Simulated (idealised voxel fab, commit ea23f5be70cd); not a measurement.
The following process module bears the name voxel self aligned vias.
The figure presents cross-section cut, which has a width of 275 nm and is divided into square cells with an edge length of 5 nm.
Format of a cross-section: grid, square cells. Given as bands. Order: top down. Band: one or more rows of cells.
The entry gives the band's vertical extent as a top height and a bottom height in nm, then its horizontal make-up as materials from left to right, each with a width in nm. "blank" stands for empty space; a single material marked "full width" fills the band edge to edge.
Ref level 0: as-received wafer is one material below here. Bottom band extends down with no lower bound ("top 0, no bottom").
So if you see something like "30..40" for the width, read it as the top row of the band sitting at the first number and the bottom row at the second, with every row in between moving by the same amount as the last.
"remained the same" -> step changed no cross-section cell.
Each empty space that has no open way to the top and spans at least 8 cells appears under "Closed void register" as width x height at distance, the distance counted from the left edge, all in nm.
What comes after the settings on a step's line is commentary from the simulator itself on that step.
What "overlay nm" on a step's line means: if the step has a mask, that mask lay this far to the right of its planned place, or, when the value is negative, to the left.
Note on reading: below, each pair holds a cross-section from before one process step and one from after it; the one from after shows only down to the lowest band that changed. Beneath the pair, the step in between is stated along with its settings. The pairs can stem from different runs of this module on the same starting wafer. Where a pair's entry headed "Pre-step" says so, and only there, that pair continues from the pair above it.

Pre-step
	top 40, bottom 35 = SiO2: 70 | TiN: 5 | Ru: 10 | TiN: 5 | SiO2: 35 | TiN: 5 | Ru: 10 | TiN: 5 | SiO2: 35 | TiN: 5 | Ru: 10 | TiN: 5 | SiO2: 75
	top 35, bottom 30 = SiO2: 70 | TiN: 20 | SiO2: 35 | TiN: 20 | SiO2: 35 | TiN: 20 | SiO2: 75
	top 30, bottom 15 = SiCN full width
	top 15, bottom 0 = SiO2 full width
	top 0, no bottom = Si full width
	Closed void register: none

Post-Process View
	top 40, bottom 30 = SiO2: 70 | blank: 20 | SiO2: 35 | blank: 20 | SiO2: 35 | blank: 20 | SiO2: 75
	below 30: unchanged
	Closed void register: none
Transition step, before and after shown above: SELECTIVE_ETCH | etch materials W Ru TiN | depth nm 10

Pre-step: after-state, pair directly above.

Post-Process View
	top 45, bottom 40 = SiN full width
	top 40, bottom 30 = SiO2: 70 | SiN: 20 | SiO2: 35 | SiN: 20 | SiO2: 35 | SiN: 20 | SiO2: 75
	below 30: unchanged
	Closed void register: none
Transition step, before and after shown above: FILL_DEP | material SiN | thk nm 5

Pre-step: after-state, pair directly above.

Post-Process View
	top 40, bottom 30 = SiO2: 70 | SiN: 20 | SiO2: 35 | SiN: 20 | SiO2: 35 | SiN: 20 | SiO2: 75
	below 30: unchanged
	Closed void register: none
Transition step, before and after shown above: CMP | height nm 40

Pre-step: after-state, pair directly above.

Post-Process View
	top 55, bottom 40 = SiO2 full width
	below 40: unchanged
	Closed void register: none
Transition step, before and after shown above: DIRECTIONAL_DEP | material SiO2 | thk nm 15

Pre-step: after-state, pair directly above.

Post-Process View
	top 55, bottom 40 = SiO2: 65 | blank: 30 | SiO2: 25 | blank: 30 | SiO2: 25 | blank: 30 | SiO2: 70
	below 40: unchanged
	Closed void register: none
Transition step, before and after shown above: MASKED_ETCH | tone open | mask id VIAS | width nm 30 | pitch nm 55 | etch materials SiO2 | depth nm 15 | overlay nm 0

Pre-step: after-state, pair directly above.

Post-Process View
	top 55, bottom 40 = SiO2: 65 | blank: 30 | SiO2: 25 | blank: 30 | SiO2: 25 | blank: 30 | SiO2: 70
	top 40, bottom 30 = SiO2: 70 | blank: 20 | SiO2: 35 | blank: 20 | SiO2: 35 | blank: 20 | SiO2: 75
	below 30: unchanged
	Closed void register: none
Transition step, before and after shown above: MASKED_ETCH | tone open | mask id VIAS | width nm 30 | pitch nm 55 | etch materials SiN | depth nm 10 | overlay nm 0

Pre-step: after-state, pair directly above.

Post-Process View
	top 60, bottom 55 = TiN: 70 | blank: 20 | TiN: 35 | blank: 20 | TiN: 35 | blank: 20 | TiN: 75
	top 55, bottom 45 = SiO2: 65 | TiN: 5 | blank: 20 | TiN: 5 | SiO2: 25 | TiN: 5 | blank: 20 | TiN: 5 | SiO2: 25 | TiN: 5 | blank: 20 | TiN: 5 | SiO2: 70
	top 45, bottom 35 = SiO2: 65..70 | TiN: 10..5 | blank: 10 | TiN: 10..5 | SiO2: 25..35 | TiN: 10..5 | blank: 10 | TiN: 10..5 | SiO2: 25..35 | TiN: 10..5 | blank: 10 | TiN: 10..5 | SiO2: 70..75
	top 35, bottom 30 = SiO2: 70 | TiN: 20 | SiO2: 35 | TiN: 20 | SiO2: 35 | TiN: 20 | SiO2: 75
	below 30: unchanged
	Closed void register: none
Transition step, before and after shown above: CONFORMAL_DEP | material TiN | thk nm 5

Pre-step: after-state, pair directly above.

Post-Process View
	top 65, bottom 60 = W full width
	top 60, bottom 55 = TiN: 70 | W: 20 | TiN: 35 | W: 20 | TiN: 35 | W: 20 | TiN: 75
	top 55, bottom 45 = SiO2: 65 | TiN: 5 | W: 20 | TiN: 5 | SiO2: 25 | TiN: 5 | W: 20 | TiN: 5 | SiO2: 25 | TiN: 5 | W: 20 | TiN: 5 | SiO2: 70
	top 45, bottom 35 = SiO2: 65..70 | TiN: 10..5 | W: 10 | TiN: 10..5 | SiO2: 25..35 | TiN: 10..5 | W: 10 | TiN: 10..5 | SiO2: 25..35 | TiN: 10..5 | W: 10 | TiN: 10..5 | SiO2: 70..75
	below 35: unchanged
	Closed void register: none
Transition step, before and after shown above: FILL_DEP | material W | thk nm 5

Pre-step: after-state, pair directly above.

Post-Process View
	top 55, bottom 45 = SiO2: 65 | TiN: 5 | W: 20 | TiN: 5 | SiO2: 25 | TiN: 5 | W: 20 | TiN: 5 | SiO2: 25 | TiN: 5 | W: 20 | TiN: 5 | SiO2: 70
	below 45: unchanged
	Closed void register: none
Transition step, before and after shown above: CMP | height nm 55

Pre-step: after-state, pair directly above.

Post-Process View
	top 60, bottom 55 = SiCN full width
	below 55: unchanged
	Closed void register: none
Transition step, before and after shown above: CONFORMAL_DEP | material SiCN | thk nm 5

Pre-step
	top 55, bottom 40 = SiO2 full width
	top 40, bottom 30 = SiO2: 70 | SiN: 20 | SiO2: 35 | SiN: 20 | SiO2: 35 | SiN: 20 | SiO2: 75
	top 30, bottom 25 = SiO2: 70 | TiN: 5 | Ru: 10 | TiN: 5 | SiO2: 35 | TiN: 5 | Ru: 10 | TiN: 5 | SiO2: 35 | TiN: 5 | Ru: 10 | TiN: 5 | SiO2: 75
	top 25, bottom 20 = SiO2: 70 | TiN: 20 | SiO2: 35 | TiN: 20 | SiO2: 35 | TiN: 20 | SiO2: 75
	top 20, bottom 15 = SiCN full width
	top 15, bottom 0 = SiO2 full width
	top 0, no bottom = Si full width
	Closed void register: none

Post-Process View
	top 55, bottom 40 = SiO2: 70 | blank: 25 | SiO2: 30 | blank: 25 | SiO2: 30 | blank: 25 | SiO2: 70
	below 40: unchanged
	Closed void register: none
Transition step, before and after shown above: MASKED_ETCH | tone open | mask id VIAS | width nm 25 | pitch nm 55 | etch materials SiO2 | depth nm 15 | overlay nm 0

Pre-step: after-state, pair directly above.

Post-Process View
	top 55, bottom 40 = SiO2: 70 | blank: 25 | SiO2: 30 | blank: 25 | SiO2: 30 | blank: 25 | SiO2: 70
	top 40, bottom 30 = SiO2: 70 | blank: 20 | SiO2: 35 | blank: 20 | SiO2: 35 | blank: 20 | SiO2: 75
	below 30: unchanged
	Closed void register: none
Transition step, before and after shown above: MASKED_ETCH | tone open | mask id VIAS | width nm 30 | pitch nm 55 | etch materials SiN | depth nm 10 | overlay nm 0

Pre-step: after-state, pair directly above.

Post-Process View
	top 60, bottom 55 = TiN: 75 | blank: 15 | TiN: 40 | blank: 15 | TiN: 40 | blank: 15 | TiN: 75
	top 55, bottom 45 = SiO2: 70 | TiN: 5 | blank: 15 | TiN: 5 | SiO2: 30 | TiN: 5 | blank: 15 | TiN: 5 | SiO2: 30 | TiN: 5 | blank: 15 | TiN: 5 | SiO2: 70
	top 45, bottom 35 = SiO2: 70 | TiN: 5 | blank: 10 | TiN: 10..5 | SiO2: 30..35 | TiN: 5 | blank: 10 | TiN: 10..5 | SiO2: 30..35 | TiN: 5 | blank: 10 | TiN: 10..5 | SiO2: 70..75
	top 35, bottom 30 = SiO2: 70 | TiN: 20 | SiO2: 35 | TiN: 20 | SiO2: 35 | TiN: 20 | SiO2: 75
	below 30: unchanged
	Closed void register: none
Transition step, before and after shown above: CONFORMAL_DEP | material TiN | thk nm 5

Pre-step: after-state, pair directly above.

Post-Process View
	top 65, bottom 60 = W full width
	top 60, bottom 55 = TiN: 75 | W: 15 | TiN: 40 | W: 15 | TiN: 40 | W: 15 | TiN: 75
	top 55, bottom 45 = SiO2: 70 | TiN: 5 | W: 15 | TiN: 5 | SiO2: 30 | TiN: 5 | W: 15 | TiN: 5 | SiO2: 30 | TiN: 5 | W: 15 | TiN: 5 | SiO2: 70
	top 45, bottom 35 = SiO2: 70 | TiN: 5 | W: 10 | TiN: 10..5 | SiO2: 30..35 | TiN: 5 | W: 10 | TiN: 10..5 | SiO2: 30..35 | TiN: 5 | W: 10 | TiN: 10..5 | SiO2: 70..75
	below 35: unchanged
	Closed void register: none
Transition step, before and after shown above: FILL_DEP | material W | thk nm 5

Pre-step: after-state, pair directly above.

Post-Process View
	top 55, bottom 45 = SiO2: 70 | TiN: 5 | W: 15 | TiN: 5 | SiO2: 30 | TiN: 5 | W: 15 | TiN: 5 | SiO2: 30 | TiN: 5 | W: 15 | TiN: 5 | SiO2: 70
	below 45: unchanged
	Closed void register: none
Transition step, before and after shown above: CMP | height nm 55

Pre-step: after-state, pair directly above.

Post-Process View
	top 60, bottom 55 = SiCN full width
	below 55: unchanged
	Closed void register: none
Transition step, before and after shown above: CONFORMAL_DEP | material SiCN | thk nm 5

Pre-step
	top 55, bottom 40 = SiO2 full width
	top 40, bottom 30 = SiO2: 70 | SiN: 20 | SiO2: 35 | SiN: 20 | SiO2: 35 | SiN: 20 | SiO2: 75
	top 30, bottom 25 = SiO2: 70 | TiN: 5 | Ru: 10 | TiN: 5 | SiO2: 35 | TiN: 5 | Ru: 10 | TiN: 5 | SiO2: 35 | TiN: 5 | Ru: 10 | TiN: 5 | SiO2: 75
	top 25, bottom 20 = SiO2: 70 | TiN: 20 | SiO2: 35 | TiN: 20 | SiO2: 35 | TiN: 20 | SiO2: 75
	top 20, bottom 15 = SiCN full width
	top 15, bottom 0 = SiO2 full width
	top 0, no bottom = Si full width
	Closed void register: none

Post-Process View
	top 55, bottom 40 = SiO2: 75 | blank: 30 | SiO2: 25 | blank: 30 | SiO2: 25 | blank: 30 | SiO2: 60
	below 40: unchanged
	Closed void register: none
Transition step, before and after shown above: MASKED_ETCH | tone open | mask id VIAS | width nm 30 | pitch nm 55 | etch materials SiO2 | depth nm 15 | overlay nm 10

Pre-step: after-state, pair directly above.

Post-Process View
	top 55, bottom 40 = SiO2: 75 | blank: 30 | SiO2: 25 | blank: 30 | SiO2: 25 | blank: 30 | SiO2: 60
	top 40, bottom 30 = SiO2: 70 | SiN: 5 | blank: 15 | SiO2: 35 | SiN: 5 | blank: 15 | SiO2: 35 | SiN: 5 | blank: 15 | SiO2: 75
	below 30: unchanged
	Closed void register: none
Transition step, before and after shown above: MASKED_ETCH | tone open | mask id VIAS | width nm 30 | pitch nm 55 | etch materials SiN | depth nm 10 | overlay nm 0

Pre-step: after-state, pair directly above.

Post-Process View
	top 60, bottom 55 = TiN: 80 | blank: 20 | TiN: 35 | blank: 20 | TiN: 35 | blank: 20 | TiN: 65
	top 55, bottom 45 = SiO2: 75 | TiN: 5 | blank: 20 | TiN: 5 | SiO2: 25 | TiN: 5 | blank: 20 | TiN: 5 | SiO2: 25 | TiN: 5 | blank: 20 | TiN: 5 | SiO2: 60
	top 45, bottom 40 = SiO2: 75 | TiN: 5 | blank: 5 | TiN: 20 | SiO2: 25 | TiN: 5 | blank: 5 | TiN: 20 | SiO2: 25 | TiN: 5 | blank: 5 | TiN: 20 | SiO2: 60
	top 40, bottom 35 = SiO2: 70 | SiN: 5 | TiN: 5 | blank: 5 | TiN: 5 | SiO2: 35 | SiN: 5 | TiN: 5 | blank: 5 | TiN: 5 | SiO2: 35 | SiN: 5 | TiN: 5 | blank: 5 | TiN: 5 | SiO2: 75
	top 35, bottom 30 = SiO2: 70 | SiN: 5 | TiN: 15 | SiO2: 35 | SiN: 5 | TiN: 15 | SiO2: 35 | SiN: 5 | TiN: 15 | SiO2: 75
	below 30: unchanged
	Closed void register: none
Transition step, before and after shown above: CONFORMAL_DEP | material TiN | thk nm 5

Pre-step: after-state, pair directly above.

Post-Process View
	top 65, bottom 60 = W full width
	top 60, bottom 55 = TiN: 80 | W: 20 | TiN: 35 | W: 20 | TiN: 35 | W: 20 | TiN: 65
	top 55, bottom 45 = SiO2: 75 | TiN: 5 | W: 20 | TiN: 5 | SiO2: 25 | TiN: 5 | W: 20 | TiN: 5 | SiO2: 25 | TiN: 5 | W: 20 | TiN: 5 | SiO2: 60
	top 45, bottom 40 = SiO2: 75 | TiN: 5 | W: 5 | TiN: 20 | SiO2: 25 | TiN: 5 | W: 5 | TiN: 20 | SiO2: 25 | TiN: 5 | W: 5 | TiN: 20 | SiO2: 60
	top 40, bottom 35 = SiO2: 70 | SiN: 5 | TiN: 5 | W: 5 | TiN: 5 | SiO2: 35 | SiN: 5 | TiN: 5 | W: 5 | TiN: 5 | SiO2: 35 | SiN: 5 | TiN: 5 | W: 5 | TiN: 5 | SiO2: 75
	below 35: unchanged
	Closed void register: none
Transition step, before and after shown above: FILL_DEP | material W | thk nm 5

Pre-step: after-state, pair directly above.

Post-Process View
	top 55, bottom 45 = SiO2: 75 | TiN: 5 | W: 20 | TiN: 5 | SiO2: 25 | TiN: 5 | W: 20 | TiN: 5 | SiO2: 25 | TiN: 5 | W: 20 | TiN: 5 | SiO2: 60
	below 45: unchanged
	Closed void register: none
Transition step, before and after shown above: CMP | height nm 55

Pre-step: after-state, pair directly above.

Post-Process View
	top 60, bottom 55 = SiCN full width
	below 55: unchanged
	Closed void register: none
Transition step, before and after shown above: CONFORMAL_DEP | material SiCN | thk nm 5

Pre-step
	top 0, no bottom = Si full width
	Closed void register: none

Post-Process View
	top 15, bottom 0 = Ru full width
	below 0: unchanged
	Closed void register: none
Transition step, before and after shown above: CONFORMAL_DEP | material Ru | thk nm 15

Pre-step: after-state, pair directly above.

Post-Process View
	top 20, bottom 15 = SiCN full width
	below 15: unchanged
	Closed void register: none
Transition step, before and after shown above: CONFORMAL_DEP | material SiCN | thk nm 5

Pre-step: after-state, pair directly above.

Post-Process View
	top 40, bottom 20 = SiO2 full width
	below 20: unchanged
	Closed void register: none
Transition step, before and after shown above: DIRECTIONAL_DEP | material SiO2 | thk nm 20

Pre-step: after-state, pair directly above.

Post-Process View
	top 55, bottom 40 = resist: 70 | blank: 20 | resist: 35 | blank: 20 | resist: 35 | blank: 20 | resist: 75
	below 40: unchanged
	Closed void register: none
Transition step, before and after shown above: PATTERN | tone open | mask id LINES | material resist | width nm 20 | pitch nm 55 | thk nm 15 | overlay nm 0

Pre-step: after-state, pair directly above.

Post-Process View
	top 55, bottom 40 = resist: 70 | blank: 20 | resist: 35 | blank: 20 | resist: 35 | blank: 20 | resist: 75
	top 40, bottom 20 = SiO2: 70 | blank: 20 | SiO2: 35 | blank: 20 | SiO2: 35 | blank: 20 | SiO2: 75
	below 20: unchanged
	Closed void register: none
Transition step, before and after shown above: DIRECTIONAL_ETCH | etch materials SiO2 | depth nm 20

Pre-step: after-state, pair directly above.

Post-Process View
	top 40, bottom 20 = SiO2: 70 | blank: 20 | SiO2: 35 | blank: 20 | SiO2: 35 | blank: 20 | SiO2: 75
	below 20: unchanged
	Closed void register: none
Transition step, before and after shown above: STRIP | etch materials resist

Pre-step: after-state, pair directly above.

Post-Process View
	top 45, bottom 40 = TiN: 75 | blank: 10 | TiN: 45 | blank: 10 | TiN: 45 | blank: 10 | TiN: 80
	top 40, bottom 25 = SiO2: 70 | TiN: 5 | blank: 10 | TiN: 5 | SiO2: 35 | TiN: 5 | blank: 10 | TiN: 5 | SiO2: 35 | TiN: 5 | blank: 10 | TiN: 5 | SiO2: 75
	top 25, bottom 20 = SiO2: 70 | TiN: 20 | SiO2: 35 | TiN: 20 | SiO2: 35 | TiN: 20 | SiO2: 75
	below 20: unchanged
	Closed void register: none
Transition step, before and after shown above: CONFORMAL_DEP | material TiN | thk nm 5

Pre-step: after-state, pair directly above.

Post-Process View
	top 50, bottom 45 = Ru full width
	top 45, bottom 40 = TiN: 75 | Ru: 10 | TiN: 45 | Ru: 10 | TiN: 45 | Ru: 10 | TiN: 80
	top 40, bottom 25 = SiO2: 70 | TiN: 5 | Ru: 10 | TiN: 5 | SiO2: 35 | TiN: 5 | Ru: 10 | TiN: 5 | SiO2: 35 | TiN: 5 | Ru: 10 | TiN: 5 | SiO2: 75
	below 25: unchanged
	Closed void register: none
Transition step, before and after shown above: FILL_DEP | material Ru | thk nm 5

Pre-step: after-state, pair directly above.

Post-Process View
	top 40, bottom 25 = SiO2: 70 | TiN: 5 | Ru: 10 | TiN: 5 | SiO2: 35 | TiN: 5 | Ru: 10 | TiN: 5 | SiO2: 35 | TiN: 5 | Ru: 10 | TiN: 5 | SiO2: 75
	below 25: unchanged
	Closed void register: none
Transition step, before and after shown above: CMP | height nm 40

Pre-step: after-state, pair directly above.

Post-Process View
	top 40, bottom 30 = SiO2: 70 | blank: 20 | SiO2: 35 | blank: 20 | SiO2: 35 | blank: 20 | SiO2: 75
	below 30: unchanged
	Closed void register: none
Transition step, before and after shown above: SELECTIVE_ETCH | etch materials W Ru TiN | depth nm 10

Pre-step: after-state, pair directly above.

Post-Process View
	top 45, bottom 40 = SiN full width
	top 40, bottom 30 = SiO2: 70 | SiN: 20 | SiO2: 35 | SiN: 20 | SiO2: 35 | SiN: 20 | SiO2: 75
	below 30: unchanged
	Closed void register: none
Transition step, before and after shown above: FILL_DEP | material SiN | thk nm 5

Pre-step: after-state, pair directly above.

Post-Process View
	top 40, bottom 30 = SiO2: 70 | SiN: 20 | SiO2: 35 | SiN: 20 | SiO2: 35 | SiN: 20 | SiO2: 75
	below 30: unchanged
	Closed void register: none
Transition step, before and after shown above: CMP | height nm 40

Pre-step: after-state, pair directly above.

Post-Process View
	top 55, bottom 40 = SiO2 full width
	below 40: unchanged
	Closed void register: none
Transition step, before and after shown above: DIRECTIONAL_DEP | material SiO2 | thk nm 15

Pre-step: after-state, pair directly above.

Post-Process View
	top 55, bottom 40 = SiO2: 65 | blank: 30 | SiO2: 25 | blank: 30 | SiO2: 25 | blank: 30 | SiO2: 70
	below 40: unchanged
	Closed void register: none
Transition step, before and after shown above: MASKED_ETCH | tone open | mask id VIAS | width nm 30 | pitch nm 55 | etch materials SiO2 | depth nm 15 | overlay nm 0

Pre-step: after-state, pair directly above.

Post-Process View
	top 55, bottom 40 = SiO2: 65 | blank: 30 | SiO2: 25 | blank: 30 | SiO2: 25 | blank: 30 | SiO2: 70
	top 40, bottom 30 = SiO2: 70 | blank: 20 | SiO2: 35 | blank: 20 | SiO2: 35 | blank: 20 | SiO2: 75
	below 30: unchanged
	Closed void register: none
Transition step, before and after shown above: MASKED_ETCH | tone open | mask id VIAS | width nm 30 | pitch nm 55 | etch materials SiN | depth nm 10 | overlay nm 0

Pre-step: after-state, pair directly above.

Post-Process View
	top 60, bottom 55 = TiN: 70 | blank: 20 | TiN: 35 | blank: 20 | TiN: 35 | blank: 20 | TiN: 75
	top 55, bottom 45 = SiO2: 65 | TiN: 5 | blank: 20 | TiN: 5 | SiO2: 25 | TiN: 5 | blank: 20 | TiN: 5 | SiO2: 25 | TiN: 5 | blank: 20 | TiN: 5 | SiO2: 70
	top 45, bottom 35 = SiO2: 65..70 | TiN: 10..5 | blank: 10 | TiN: 10..5 | SiO2: 25..35 | TiN: 10..5 | blank: 10 | TiN: 10..5 | SiO2: 25..35 | TiN: 10..5 | blank: 10 | TiN: 10..5 | SiO2: 70..75
	top 35, bottom 30 = SiO2: 70 | TiN: 20 | SiO2: 35 | TiN: 20 | SiO2: 35 | TiN: 20 | SiO2: 75
	below 30: unchanged
	Closed void register: none
Transition step, before and after shown above: CONFORMAL_DEP | material TiN | thk nm 5

Pre-step: after-state, pair directly above.

Post-Process View
	top 65, bottom 60 = W full width
	top 60, bottom 55 = TiN: 70 | W: 20 | TiN: 35 | W: 20 | TiN: 35 | W: 20 | TiN: 75
	top 55, bottom 45 = SiO2: 65 | TiN: 5 | W: 20 | TiN: 5 | SiO2: 25 | TiN: 5 | W: 20 | TiN: 5 | SiO2: 25 | TiN: 5 | W: 20 | TiN: 5 | SiO2: 70
	top 45, bottom 35 = SiO2: 65..70 | TiN: 10..5 | W: 10 | TiN: 10..5 | SiO2: 25..35 | TiN: 10..5 | W: 10 | TiN: 10..5 | SiO2: 25..35 | TiN: 10..5 | W: 10 | TiN: 10..5 | SiO2: 70..75
	below 35: unchanged
	Closed void register: none
Transition step, before and after shown above: FILL_DEP | material W | thk nm 5

Pre-step: after-state, pair directly above.

Post-Process View
	top 55, bottom 45 = SiO2: 65 | TiN: 5 | W: 20 | TiN: 5 | SiO2: 25 | TiN: 5 | W: 20 | TiN: 5 | SiO2: 25 | TiN: 5 | W: 20 | TiN: 5 | SiO2: 70
	below 45: unchanged
	Closed void register: none
Transition step, before and after shown above: CMP | height nm 55

Pre-step: after-state, pair directly above.

Post-Process View
	top 60, bottom 55 = SiCN full width
	below 55: unchanged
	Closed void register: none
Transition step, before and after shown above: CONFORMAL_DEP | material SiCN | thk nm 5

Pre-step
	top 55, bottom 40 = SiO2 full width
	top 40, bottom 30 = SiO2: 70 | SiN: 20 | SiO2: 35 | SiN: 20 | SiO2: 35 | SiN: 20 | SiO2: 75
	top 30, bottom 25 = SiO2: 70 | TiN: 5 | Ru: 10 | TiN: 5 | SiO2: 35 | TiN: 5 | Ru: 10 | TiN: 5 | SiO2: 35 | TiN: 5 | Ru: 10 | TiN: 5 | SiO2: 75
	top 25, bottom 20 = SiO2: 70 | TiN: 20 | SiO2: 35 | TiN: 20 | SiO2: 35 | TiN: 20 | SiO2: 75
	top 20, bottom 15 = SiCN full width
	top 15, bottom 0 = SiO2 full width
	top 0, no bottom = Si full width
	Closed void register: none

Post-Process View
	top 55, bottom 40 = blank: 65 | SiO2: 30 | blank: 25 | SiO2: 30 | blank: 25 | SiO2: 30 | blank: 70
	below 40: unchanged
	Closed void register: none
Transition step, before and after shown above: MASKED_ETCH | tone cover | mask id VIAS | width nm 30 | pitch nm 55 | etch materials SiO2 | depth nm 15 | overlay nm 0

Pre-step: after-state, pair directly above.

Post-Process View
	top 60, bottom 55 = blank: 60 | TiN: 40 | blank: 15 | TiN: 40 | blank: 15 | TiN: 40 | blank: 65
	top 55, bottom 45 = blank: 60 | TiN: 5 | SiO2: 30 | TiN: 5 | blank: 15 | TiN: 5 | SiO2: 30 | TiN: 5 | blank: 15 | TiN: 5 | SiO2: 30 | TiN: 5 | blank: 65
	top 45, bottom 40 = TiN: 65 | SiO2: 30 | TiN: 25 | SiO2: 30 | TiN: 25 | SiO2: 30 | TiN: 70
	below 40: unchanged
	Closed void register: none
Transition step, before and after shown above: CONFORMAL_DEP | material TiN | thk nm 5

Pre-step: after-state, pair directly above.

Post-Process View
	top 65, bottom 60 = W full width
	top 60, bottom 55 = W: 60 | TiN: 40 | W: 15 | TiN: 40 | W: 15 | TiN: 40 | W: 65
	top 55, bottom 45 = W: 60 | TiN: 5 | SiO2: 30 | TiN: 5 | W: 15 | TiN: 5 | SiO2: 30 | TiN: 5 | W: 15 | TiN: 5 | SiO2: 30 | TiN: 5 | W: 65
	below 45: unchanged
	Closed void register: none
Transition step, before and after shown above: FILL_DEP | material W | thk nm 5

Pre-step: after-state, pair directly above.

Post-Process View
	top 55, bottom 45 = W: 60 | TiN: 5 | SiO2: 30 | TiN: 5 | W: 15 | TiN: 5 | SiO2: 30 | TiN: 5 | W: 15 | TiN: 5 | SiO2: 30 | TiN: 5 | W: 65
	below 45: unchanged
	Closed void register: none
Transition step, before and after shown above: CMP | height nm 55

Pre-step: after-state, pair directly above.

Post-Process View
	top 60, bottom 55 = SiCN full width
	below 55: unchanged
	Closed void register: none
Transition step, before and after shown above: CONFORMAL_DEP | material SiCN | thk nm 5
